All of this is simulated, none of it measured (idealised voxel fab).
process module | voxel self aligned contacts
cross-section cut | 250 nm wide | cells 5 nm
A cross-section is a grid of square cells, given in bands from the top down. A band is one or more rows of cells.
Each band's line starts with the height of the band's top and of its bottom, in nm. Then come its materials from left to right, each with its width in nm. One material with "throughout" fills the band from edge to edge. "air" is empty space.
Height 0 is the level under which the wafer as received is all one material. The lowest band goes on downwards, as in "0 down".
A width such as "30 to 40" changes by the same amount from each row of cells to the next, from the band's top row to its bottom row.
"no change" after a step means that no cell of the cross-section changed.
closed voids: empty space of 8 cells or more with no open way to the top, each as width x height at its distance from the left edge, in nm
after a step's settings: what the simulator itself notes on the step
overlay nm, on a step with a mask: how far to the right of its planned place the mask lay; to the left if negative
plan
1 op RECEIVE | material Si
2 op OXIDIZE | depth nm 5
3 op DIRECTIONAL_DEP | material polySi | thk nm 20
4 op DIRECTIONAL_DEP | material SiN | thk nm 20
5 op MASKED_ETCH | tone cover | mask id GATE | width nm 35 | pitch nm 60 | etch materials SiN | depth nm 20 | overlay nm 0
6 op MASKED_ETCH | tone cover | mask id GATE | width nm 35 | pitch nm 60 | etch materials polySi | depth nm 20 | overlay nm 0
7 op CONFORMAL_DEP | material SiN | thk nm 5
8 op DIRECTIONAL_ETCH | etch materials SiN | depth nm 5
9 op FILL_DEP | material SiO2 | thk nm 20
10 op CMP | height nm 50
11 op PATTERN | tone open | mask id CONTACT | material resist | width nm 45 | thk nm 15 | overlay nm 0
12 op DIRECTIONAL_ETCH | etch materials SiO2 | depth nm 55
13 op STRIP | etch materials resist
14 op CONFORMAL_DEP | material TiN | thk nm 5
15 op FILL_DEP | material Ru | thk nm 5
16 op CMP | height nm 50
17 op CONFORMAL_DEP | material SiN | thk nm 5
as received, after step 1
  0 down: Si throughout
  closed voids: none
a wafer at the end: this start, this plan, one mistake
  55 to 50: SiN throughout
  50 to 40: SiO2 100 | TiN 5 to 20 | Ru 35 to 5 | TiN 5 to 20 | SiO2 105
  40 to 20: SiO2 70 | SiN 45 | TiN 5 | Ru 5 | TiN 5 | SiN 45 | SiO2 75
  20 to 15: SiO2 115 | TiN 15 | SiO2 120
  15 to 0: polySi throughout
  0 down: Si throughout
  closed voids: none
what went wrong: steps 2 and 3 were swapped
